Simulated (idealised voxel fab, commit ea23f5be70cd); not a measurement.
process module | voxel wiring stack
cross-section cut | 145 nm wide | cells 5 nm
A cross-section is a grid of square cells, given in bands from the top down. A band is one or more rows of cells.
Each band's line starts with the height of the band's top and of its bottom, in nm. Then come its materials from left to right, each with its width in nm. One material with "throughout" fills the band from edge to edge. "air" is empty space.
Height 0 is the level under which the wafer as received is all one material. The lowest band goes on downwards, as in "0 down".
A width such as "30 to 40" changes by the same amount from each row of cells to the next, from the band's top row to its bottom row.
"no change" after a step means that no cell of the cross-section changed.
closed voids: empty space of 8 cells or more with no open way to the top, each as width x height at its distance from the left edge, in nm
after a step's settings: what the simulator itself notes on the step
overlay nm, on a step with a mask: how far to the right of its planned place the mask lay; to the left if negative
plan
1 op RECEIVE | material Si
2 op CONFORMAL_DEP | material SiO2 | thk nm 15
3 op DIRECTIONAL_DEP | material TiN | thk nm 5
4 op DIRECTIONAL_DEP | material W | thk nm 15
5 op MASKED_ETCH | tone cover | mask id METAL_1 | width nm 30 | pitch nm 60 | etch materials W | depth nm 15 | overlay nm 0
6 op MASKED_ETCH | tone cover | mask id METAL_1 | width nm 30 | pitch nm 60 | etch materials TiN | depth nm 5 | overlay nm 0
7 op FILL_DEP | material SiO2 | thk nm 5
8 op CMP | height nm 35
9 op CONFORMAL_DEP | material SiCN | thk nm 5
10 op DIRECTIONAL_DEP | material SiO2 | thk nm 10
11 op MASKED_ETCH | tone open | mask id PLUG_1 | width nm 15 | etch materials SiO2 | depth nm 10 | overlay nm 0
12 op MASKED_ETCH | tone open | mask id PLUG_1 | width nm 15 | etch materials SiCN | depth nm 5 | overlay nm 0
13 op CONFORMAL_DEP | material TiN | thk nm 5
14 op FILL_DEP | material Cu | thk nm 5
15 op CMP | height nm 50
16 op CONFORMAL_DEP | material SiN | thk nm 5
17 op DIRECTIONAL_DEP | material lowk | thk nm 15
18 op MASKED_ETCH | tone open | mask id METAL_2 | width nm 30 | pitch nm 60 | etch materials lowk | depth nm 15 | overlay nm 0
19 op MASKED_ETCH | tone open | mask id METAL_2 | width nm 30 | pitch nm 60 | etch materials SiN | depth nm 5 | overlay nm 0
20 op CONFORMAL_DEP | material TiN | thk nm 5
21 op FILL_DEP | material Cu | thk nm 10
22 op CMP | height nm 70
23 op CONFORMAL_DEP | material SiCN | thk nm 5
24 op DIRECTIONAL_DEP | material lowk | thk nm 30
25 op MASKED_ETCH | tone open | mask id METAL_3 | width nm 30 | pitch nm 60 | etch materials lowk | depth nm 15 | overlay nm 0
26 op MASKED_ETCH | tone open | mask id METAL_3_HOLES | width nm 15 | etch materials lowk | depth nm 15 | overlay nm 0
27 op MASKED_ETCH | tone open | mask id METAL_3_HOLES | width nm 15 | etch materials SiCN | depth nm 5 | overlay nm 0
28 op CONFORMAL_DEP | material TiN | thk nm 5
29 op FILL_DEP | material Cu | thk nm 10
30 op CMP | height nm 105
31 op CONFORMAL_DEP | material SiCN | thk nm 5
32 op DIRECTIONAL_DEP | material lowk | thk nm 10
33 op DIRECTIONAL_DEP | material aC | thk nm 15
34 op PATTERN | tone open | mask id PLUG_3 | material resist | width nm 15 | thk nm 30 | overlay nm 0
35 op DIRECTIONAL_ETCH | etch materials aC | depth nm 15
36 op STRIP | etch materials resist
37 op DIRECTIONAL_ETCH | etch materials lowk | depth nm 10
38 op DIRECTIONAL_ETCH | etch materials SiCN | depth nm 5
39 op STRIP | etch materials aC
40 op EPI | material Ru | thk nm 10
41 op EPI | material Ru | thk nm 5
42 op DIRECTIONAL_DEP | material TiN | thk nm 5
43 op DIRECTIONAL_DEP | material W | thk nm 15
44 op PATTERN | tone cover | mask id METAL_4 | material resist | width nm 30 | pitch nm 60 | thk nm 20 | overlay nm -10
45 op DIRECTIONAL_ETCH | etch materials W | depth nm 15
46 op DIRECTIONAL_ETCH | etch materials TiN | depth nm 5
47 op STRIP | etch materials resist
48 op FILL_DEP | material SiO2 | thk nm 5
49 op CMP | height nm 140
50 op CONFORMAL_DEP | material SiCN | thk nm 5
varied across the wafers: overlay nm of step 44. The plan shows the first wafer's value. All wafers start alike
first wafer as received, after step 1
  0 down: Si throughout
  closed voids: none
each wafer at the end: cells of each material gained (+) or lost (-) since it was received, then its closed voids
overlay nm -10 | +46 Cu | +9 Ru | +107 SiCN | +17 SiN | +275 SiO2 | +83 TiN | +72 W | +232 lowk | closed voids: none
overlay nm -5 | +46 Cu | +9 Ru | +107 SiCN | +17 SiN | +275 SiO2 | +83 TiN | +72 W | +232 lowk | closed voids: none
overlay nm 0 | +46 Cu | +9 Ru | +107 SiCN | +17 SiN | +275 SiO2 | +83 TiN | +72 W | +232 lowk | closed voids: none
overlay nm 5 | +46 Cu | +9 Ru | +107 SiCN | +17 SiN | +275 SiO2 | +83 TiN | +72 W | +232 lowk | closed voids: none
overlay nm 10 | +46 Cu | +9 Ru | +107 SiCN | +17 SiN | +275 SiO2 | +83 TiN | +72 W | +232 lowk | closed voids: none
overlay nm 15 | +46 Cu | +9 Ru | +107 SiCN | +17 SiN | +275 SiO2 | +83 TiN | +72 W | +232 lowk | closed voids: none
